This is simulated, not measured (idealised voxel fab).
Process module in this document: voxel released beams
Section cut is 255 nm wide and gridded with 5 nm square cells.
Cross-sections here: square-cell grids, written as top-down lists of bands, a band being one or more rows of cells. First you get the band's top height and its bottom height, in nm, and then the materials it's made of, left to right, with each width in nm. If you see a single material with "everywhere", that one covers the band edge to edge. "blank" is empty space. Basically, 0 is our baseline, since under it the wafer straight out of the box is all one material. The bottom band has no lower end and keeps on going down, so it looks like "0 and below". So if you see something like "30 to 40" for the width, read it as the top row of the band sitting at the first number and the bottom row at the second, with every row in between moving by the same amount as the last. "changes: none" means the step left every cell of the cross-section as it was. Reported under the label "Closed void table" are the empty spaces having no open way to the top and comprising 8 cells or more; the notation for each is width x height at distance, in which the distance is measured from the left edge and all three values are in nm. On each step's line, the part that comes after the settings is the simulator's own comment on the step. The optional step-line setting "overlay nm" applies to steps with a mask and quantifies how far to the right of its planned location the mask lay, a negative value indicating leftward placement.

Planned step list for the process:
1: RECEIVE: material Si
2: CONFORMAL_DEP: material SiN, thk nm 10
3: DIRECTIONAL_DEP: material SiO2, thk nm 15
4: DIRECTIONAL_DEP: material aC, thk nm 15
5: PATTERN: tone open, mask id ANCHOR, material resist, width nm 45, thk nm 30, overlay nm 0
6: DIRECTIONAL_ETCH: etch materials aC, depth nm 15
7: STRIP: etch materials resist
8: DIRECTIONAL_ETCH: etch materials SiO2, depth nm 15
9: STRIP: etch materials aC
10: CONFORMAL_DEP: material TiN, thk nm 15
11: MASKED_ETCH: tone cover, mask id BEAM, width nm 95, etch materials TiN, depth nm 15, overlay nm 0
12: STRIP: etch materials SiO2

What follows covers the first of two wafers; it ran as planned:

Cross-sectional view of the wafer in its as-received condition, corresponding to the state after step 1:
> 0 and below = Si everywhere
> Closed void table: none

The following cross-section depicts the wafer upon completion of step 2:
> 10 down to 0 = SiN everywhere
> Everything under 0 stays put, no change at all.

The following cross-section depicts the wafer upon completion of step 3:
> 25 down to 10 = SiO2 everywhere
> Everything under 10 stays put, no change at all.

The following cross-section depicts the wafer upon completion of step 4:
> 40 down to 25 = aC everywhere
> Everything under 25 stays put, no change at all.

The following cross-section depicts the wafer upon completion of step 5:
> 70 down to 40 = 80 of resist, then 45 of blank, then 130 of resist
> Everything under 40 stays put, no change at all.

The following cross-section depicts the wafer upon completion of step 6:
> 55 down to 40 = 80 of resist, then 45 of blank, then 130 of resist
> 40 down to 25 = 80 of aC, then 45 of blank, then 130 of aC
> Everything under 25 stays put, no change at all.

The following cross-section depicts the wafer upon completion of step 7:
> 40 down to 25 = 80 of aC, then 45 of blank, then 130 of aC
> Everything under 25 stays put, no change at all.

The following cross-section depicts the wafer upon completion of step 8:
> 40 down to 25 = 80 of aC, then 45 of blank, then 130 of aC
> 25 down to 10 = 80 of SiO2, then 45 of blank, then 130 of SiO2
> Everything under 10 stays put, no change at all.

The following cross-section depicts the wafer upon completion of step 9:
> 25 down to 10 = 80 of SiO2, then 45 of blank, then 130 of SiO2
> Everything under 10 stays put, no change at all.

The following cross-section depicts the wafer upon completion of step 10:
> 40 down to 25 = 95 of TiN, then 15 of blank, then 145 of TiN
> 25 down to 10 = 80 of SiO2, then 45 of TiN, then 130 of SiO2
> Everything under 10 stays put, no change at all.

The following cross-section depicts the wafer upon completion of step 11:
> 40 down to 25 = 75 of blank, then 20 of TiN, then 15 of blank, then 60 of TiN, then 85 of blank
> Everything under 25 stays put, no change at all.

The following cross-section depicts the wafer upon completion of step 12:
> 40 down to 25 = 75 of blank, then 20 of TiN, then 15 of blank, then 60 of TiN, then 85 of blank
> 25 down to 10 = 80 of blank, then 45 of TiN, then 130 of blank
> Everything under 10 stays put, no change at all.

Second wafer, same starting conditions and recipe as the first, one mistake in executing it, nothing differs from the first up to and including step 10:

The second wafer in cross-section, at the planned close of step 11:
> 40 down to 25 = 70 of blank, then 25 of TiN, then 15 of blank, then 55 of TiN, then 90 of blank
> Everything under 25 stays put, no change at all.

The second wafer in cross-section, at the planned close of step 12:
> 40 down to 25 = 70 of blank, then 25 of TiN, then 15 of blank, then 55 of TiN, then 90 of blank
> 25 down to 10 = 80 of blank, then 45 of TiN, then 130 of blank
> Everything under 10 stays put, no change at all.
What broke from the plan during processing? step 11, actual vs plan mismatch, actual run MASKED_ETCH: tone cover, mask id BEAM, width nm 95, etch materials TiN, depth nm 15, overlay nm -5
Same inventory, different map: at the end, the second wafer holds as many cells of each material as the first, placed elsewhere.
